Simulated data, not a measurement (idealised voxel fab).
process module | voxel air gaps
Section cut is 265 nm wide and gridded with 5 nm square cells.
Reading order for cross-sections: top band down to bottom band. Underlying form: a grid of square cells. Band size: one or more rows of cells. Top, bottom (nm), then materials left to right with widths (nm); lone material tagged "full width" fills the whole band edge to edge; "blank" = empty space. The level at which height equals 0 is the one under which the wafer, as it arrives, is entirely one material. No lower edge exists for the bottom band, which continues downward and is notated as in "from 0 down". Quick explanation for "30..40": the width changes in equal steps down the rows of cells, from the first number in the band's top row to the second number in its bottom row. "nothing got changed" means the step left every cell of the cross-section as it was. Closed-off voids of 8+ cells (no open route to the top) go in "Listed closed voids", written width x height at distance from the left edge, in nm. On a step's line, text after the settings is the simulator commenting on that step. overlay nm: mask right of planned place by this much (step with mask). Neg. = left.

-- Process steps foreseen in the plan
1. op RECEIVE | material Si
2. op CONFORMAL_DEP | material SiO2 | thk nm 10
3. op CONFORMAL_DEP | material SiCN | thk nm 5
4. op DIRECTIONAL_DEP | material lowk | thk nm 40
5. op PATTERN | tone open | mask id LINES | material resist | width nm 20 | pitch nm 45 | thk nm 15 | overlay nm 0
6. op DIRECTIONAL_ETCH | etch materials lowk | depth nm 40
7. op STRIP | etch materials resist
8. op CONFORMAL_DEP | material TiN | thk nm 5
9. op FILL_DEP | material W | thk nm 5
10. op CMP | height nm 55
11. op EPI | material Ru | thk nm 10
12. op SELECTIVE_ETCH | etch materials lowk | depth nm 50
13. op CONFORMAL_DEP | material SiCN | thk nm 5

-- Cross-section of the incoming wafer, state after step 1
	from 0 down = Si full width
	Listed closed voids: none

-- Figure: cross-sectional view of the wafer upon completion of the module, processed from the initial state and according to the plan depicted above, with one error introduced during execution
	from 70 to 65 = blank: 30 / SiCN: 185 / blank: 50
	from 65 to 55 = blank: 30 / SiCN: 5 / Ru: 40 / SiCN: 5 / Ru: 40 / SiCN: 5 / Ru: 40 / SiCN: 5 / Ru: 40 / SiCN: 5 / blank: 50
	from 55 to 50 = blank: 30 / SiCN: 15 / TiN: 5 / W: 10 / TiN: 5 / SiCN: 25 / TiN: 5 / W: 10 / TiN: 5 / SiCN: 25 / TiN: 5 / W: 10 / TiN: 5 / SiCN: 25 / TiN: 5 / W: 10 / TiN: 5 / SiCN: 15 / blank: 50
	from 50 to 20 = blank: 40 / SiCN: 5 / TiN: 5 / W: 10 / TiN: 5 / SiCN: 5 / blank: 15 / SiCN: 5 / TiN: 5 / W: 10 / TiN: 5 / SiCN: 5 / blank: 15 / SiCN: 5 / TiN: 5 / W: 10 / TiN: 5 / SiCN: 5 / blank: 15 / SiCN: 5 / TiN: 5 / W: 10 / TiN: 5 / SiCN: 5 / blank: 60
	from 20 to 15 = SiCN: 45 / TiN: 20 / SiCN: 25 / TiN: 20 / SiCN: 25 / TiN: 20 / SiCN: 25 / TiN: 20 / SiCN: 65
	from 15 to 10 = SiCN full width
	from 10 to 0 = SiO2 full width
	from 0 down = Si full width
	Listed closed voids: 15 x 30 at 70; 15 x 30 at 115; 15 x 30 at 160
Against the plan, the run slipped here: step 5, actual vs plan mismatch, actual run op PATTERN | tone open | mask id LINES | material resist | width nm 20 | pitch nm 45 | thk nm 15 | overlay nm -10
